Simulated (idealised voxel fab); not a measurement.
Title: Process Module voxel transistor to metal
FYI the section here is cut, 185 nm wide, cells are 5 nm squares.
For the purposes of this document, a cross-section shall be understood as a grid of square cells, specified as bands listed in top-to-bottom order, each band consisting of one or more rows of cells.
This entry defines a band. It first specifies the height of the band's top and the height of its bottom in nm, and then specifies the band's materials from left to right, stating each material with its width in nm. The word "throughout" identifies a single material that fills the band from edge to edge, while the word "air" identifies empty space.
Heads up on the height convention: 0 is the point under which the incoming wafer is all one material, and the lowest band has no bottom, it just keeps going down, like "from 0 down".
The notation "30 to 40" denotes a width that varies across the rows of cells in the band, beginning at the first number in the top row, finishing at the second number in the bottom row, and changing by an identical amount from each row to the next.
Reading "nothing different" for a step: not a cell of the cross-section changed in it.
Each empty space that has no open way to the top and spans at least 8 cells appears under "Closed internal cavities" as width x height at distance, the distance counted from the left edge, all in nm.
Formally, on a step line, whatever follows the settings is a remark that the simulator itself makes on the step.
overlay nm: mask offset rightward from planned place, masked step; negative means leftward offset.
-- Planned step list for the process
1,RECEIVE (material Si)
2,OXIDIZE (depth nm 5)
3,CONFORMAL_DEP (material SiN; thk nm 15)
4,MASKED_ETCH (tone cover; mask id ACTIVE; width nm 130; etch materials SiN; depth nm 15; overlay nm 0)
5,MASKED_ETCH (tone cover; mask id ACTIVE; width nm 130; etch materials SiO2; depth nm 5; overlay nm 0)
6,MASKED_ETCH (tone cover; mask id ACTIVE; width nm 130; etch materials Si; depth nm 35; overlay nm 0)
7,FILL_DEP (material SiO2; thk nm 10)
8,CMP (height nm 15)
9,SELECTIVE_ETCH (etch materials SiO2; depth nm 10)
10,STRIP (etch materials SiN)
11,SELECTIVE_ETCH (etch materials SiO2; depth nm 5)
12,OXIDIZE (depth nm 5)
13,DIRECTIONAL_DEP (material polySi; thk nm 25)
14,DIRECTIONAL_DEP (material SiCN; thk nm 10)
15,DIRECTIONAL_DEP (material aC; thk nm 15)
16,PATTERN (tone cover; mask id GATE; material resist; width nm 30; thk nm 30; overlay nm 0)
17,DIRECTIONAL_ETCH (etch materials aC; depth nm 15)
18,STRIP (etch materials resist)
19,DIRECTIONAL_ETCH (etch materials SiCN; depth nm 20)
20,DIRECTIONAL_ETCH (etch materials polySi; depth nm 35)
21,STRIP (etch materials aC)
22,CONFORMAL_DEP (material SiO2; thk nm 5)
23,DIRECTIONAL_ETCH (etch materials SiO2; depth nm 5)
24,CONFORMAL_DEP (material SiN; thk nm 10)
25,DIRECTIONAL_ETCH (etch materials SiN; depth nm 10)
26,DIRECTIONAL_ETCH (etch materials SiO2; depth nm 5)
27,DIRECTIONAL_ETCH (etch materials Si; depth nm 5)
28,EPI (material pSi; thk nm 5)
29,FILL_DEP (material SiO2; thk nm 10)
30,CMP (height nm 20)
31,STRIP (etch materials polySi)
32,SELECTIVE_ETCH (etch materials SiO2; depth nm 5)
33,CONFORMAL_DEP (material HfO2; thk nm 5)
34,CONFORMAL_DEP (material TiN; thk nm 5)
35,FILL_DEP (material W; thk nm 5)
36,CMP (height nm 15)
37,DIRECTIONAL_DEP (material SiO2; thk nm 10)
38,PATTERN (tone open; mask id CONTACT; material resist; width nm 20; pitch nm 90; thk nm 20; overlay nm 0)
39,DIRECTIONAL_ETCH (etch materials SiO2; depth nm 35)
40,STRIP (etch materials resist)
41,CONFORMAL_DEP (material TiN; thk nm 5)
42,FILL_DEP (material Ru; thk nm 5)
43,CMP (height nm 25)
44,DIRECTIONAL_DEP (material TiN; thk nm 5)
45,DIRECTIONAL_DEP (material Ru; thk nm 15)
46,MASKED_ETCH (tone cover; mask id METAL_1; width nm 20; pitch nm 90; etch materials Ru; depth nm 20; overlay nm 0)
47,MASKED_ETCH (tone cover; mask id METAL_1; width nm 20; pitch nm 90; etch materials TiN; depth nm 5; overlay nm 0)
48,FILL_DEP (material SiO2; thk nm 5)
49,CMP (height nm 50)
50,CONFORMAL_DEP (material SiN; thk nm 5)
The wafers in this document start out alike and differ in the thk nm applied at step 45; the plan shows the value used for the first wafer.
-- Incoming state of the first of several wafers in cross-section: after step 1
    from 0 down = Si throughout
    Closed internal cavities: none
-- Post step 50, the closing step of the module: first of several wafers, cross-sectioned
    from 55 to 50 = SiN throughout
    from 50 to 45 = SiO2 throughout
    from 45 to 30 = SiO2 35  Ru 20  SiO2 70  Ru 20  SiO2 40
    from 30 to 25 = SiO2 35  TiN 20  SiO2 70  TiN 20  SiO2 40
    from 25 to 15 = SiO2 35  TiN 5  Ru 10  TiN 5  SiO2 70  TiN 5  Ru 10  TiN 5  SiO2 40
    from 15 to 0 = SiO2 35  TiN 5  Ru 10  TiN 5  SiO2 5  SiN 10  HfO2 5  TiN 5  W 20  TiN 5  HfO2 5  SiN 10  SiO2 5  TiN 5  Ru 10  TiN 5  SiO2 40
    from 0 to -5 = SiO2 25  SiN 10  TiN 10  Ru 5  TiN 5  SiO2 5  SiN 10  HfO2 5  TiN 30  HfO2 5  SiN 10  SiO2 5  TiN 5  Ru 5  TiN 10  SiN 10  SiO2 30
    from -5 to -10 = SiO2 35  pSi 5  TiN 15  pSi 5  SiO2 10  HfO2 40  SiO2 10  pSi 5  TiN 15  pSi 5  SiO2 40
    from -10 to -15 = SiO2 25  Si 10  pSi 25  Si 60  pSi 25  Si 10  SiO2 30
    from -15 to -40 = SiO2 25  Si 130  SiO2 30
    from -40 down = Si throughout
    Closed internal cavities: none
-- Cross-section, module end, final of several wafers
    from 55 to 50 = SiN throughout
    from 50 to 45 = SiO2 35  Ru 20  SiO2 70  Ru 20  SiO2 40
    from 45 to 30 = Ru throughout
    from 30 to 25 = TiN throughout
    from 25 to 15 = SiO2 35  TiN 5  Ru 10  TiN 5  SiO2 70  TiN 5  Ru 10  TiN 5  SiO2 40
    from 15 to 0 = SiO2 35  TiN 5  Ru 10  TiN 5  SiO2 5  SiN 10  HfO2 5  TiN 5  W 20  TiN 5  HfO2 5  SiN 10  SiO2 5  TiN 5  Ru 10  TiN 5  SiO2 40
    from 0 to -5 = SiO2 25  SiN 10  TiN 10  Ru 5  TiN 5  SiO2 5  SiN 10  HfO2 5  TiN 30  HfO2 5  SiN 10  SiO2 5  TiN 5  Ru 5  TiN 10  SiN 10  SiO2 30
    from -5 to -10 = SiO2 35  pSi 5  TiN 15  pSi 5  SiO2 10  HfO2 40  SiO2 10  pSi 5  TiN 15  pSi 5  SiO2 40
    from -10 to -15 = SiO2 25  Si 10  pSi 25  Si 60  pSi 25  Si 10  SiO2 30
    from -15 to -40 = SiO2 25  Si 130  SiO2 30
    from -40 down = Si throughout
    Closed internal cavities: none
-- The rows of the table below are wafers. Looking at the end of the module, a row counts, for every material, the cells the wafer has gained, shown as (+), or lost, shown as (-), since it was received; its closed voids come next
thk nm 15, +16 HfO2, +46 Ru, -150 Si, +57 SiN, +360 SiO2, +52 TiN, +12 W, +14 pSi, Closed internal cavities: none
thk nm 20, +16 HfO2, +54 Ru, -150 Si, +57 SiN, +352 SiO2, +52 TiN, +12 W, +14 pSi, Closed internal cavities: none
thk nm 25, +16 HfO2, +83 Ru, -150 Si, +57 SiN, +294 SiO2, +81 TiN, +12 W, +14 pSi, Closed internal cavities: none
thk nm 30, +16 HfO2, +112 Ru, -150 Si, +57 SiN, +265 SiO2, +81 TiN, +12 W, +14 pSi, Closed internal cavities: none
thk nm 35, +16 HfO2, +141 Ru, -150 Si, +57 SiN, +236 SiO2, +81 TiN, +12 W, +14 pSi, Closed internal cavities: none
